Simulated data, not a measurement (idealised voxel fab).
Title: Process Module voxel quadruple lines
Section cut is 170 nm wide and gridded with 5 nm square cells.
For the purposes of this document, a cross-section shall be understood as a grid of square cells, specified as bands listed in top-to-bottom order, each band consisting of one or more rows of cells.
This entry defines a band. It first specifies the height of the band's top and the height of its bottom in nm, and then specifies the band's materials from left to right, stating each material with its width in nm. The word "full width" identifies a single material that fills the band from edge to edge, while the word "empty" identifies empty space.
Below 0: as-received wafer, all one material; heights counted from there. Lowest band: no bottom, goes on down, written "z 0 and below".
Width spec "30..40" -> top row of cells at first value, bottom row at second value, equal per-row change in between.
Basically "no modifications" means that step didn't change any cell in the cross-section.
"Cavities, closed" specifies each empty space that is not open to the top and that occupies no fewer than 8 cells, using the form width x height at distance, the distance measured from the left edge and all three quantities in nm.
Anything after a step's settings on that line? It's the simulator's own note about the step.
overlay nm: how far to the right of its planned place the mask lay on this masked step (negative: to the left).
PROCESS STEPS - PLAN
1,RECEIVE | material Si
2,CONFORMAL_DEP | material Al2O3 | thk nm 5
3,DIRECTIONAL_DEP | material W | thk nm 10
4,DIRECTIONAL_DEP | material polySi | thk nm 15
5,DIRECTIONAL_DEP | material aC | thk nm 25
6,PATTERN | tone cover | mask id MANDREL | material resist | width nm 30 | thk nm 35 | overlay nm 0
7,DIRECTIONAL_ETCH | etch materials aC | depth nm 25
8,STRIP | etch materials resist
9,CONFORMAL_DEP | material SiO2 | thk nm 10
10,DIRECTIONAL_ETCH | etch materials SiO2 | depth nm 10
11,STRIP | etch materials aC
12,DIRECTIONAL_ETCH | etch materials polySi | depth nm 15
13,STRIP | etch materials SiO2
14,CONFORMAL_DEP | material SiCN | thk nm 10
15,DIRECTIONAL_ETCH | etch materials SiCN | depth nm 10
16,STRIP | etch materials polySi
17,DIRECTIONAL_ETCH | etch materials W | depth nm 10
18,STRIP | etch materials SiCN
19,FILL_DEP | material lowk | thk nm 10
20,CMP | height nm 15
AS-RECEIVED STATE OF THE WAFER IN CROSS-SECTION, EQUIVALENT TO POST-STEP 1
    z 0 and below | Si full width
    Cavities, closed: none
FINAL CROSS-SECTION, MODULE RUN WITH ONE MISTAKE (START AND PLAN AS ABOVE)
    z 15 to 5 | 50 of lowk, then 10 of W, then 50 of lowk, then 10 of W, then 50 of lowk
    z 5 to 0 | Al2O3 full width
    z 0 and below | Si full width
    Cavities, closed: none
So what did we get wrong on this run? mixed up steps 11 and 12 - ran each in the other's place
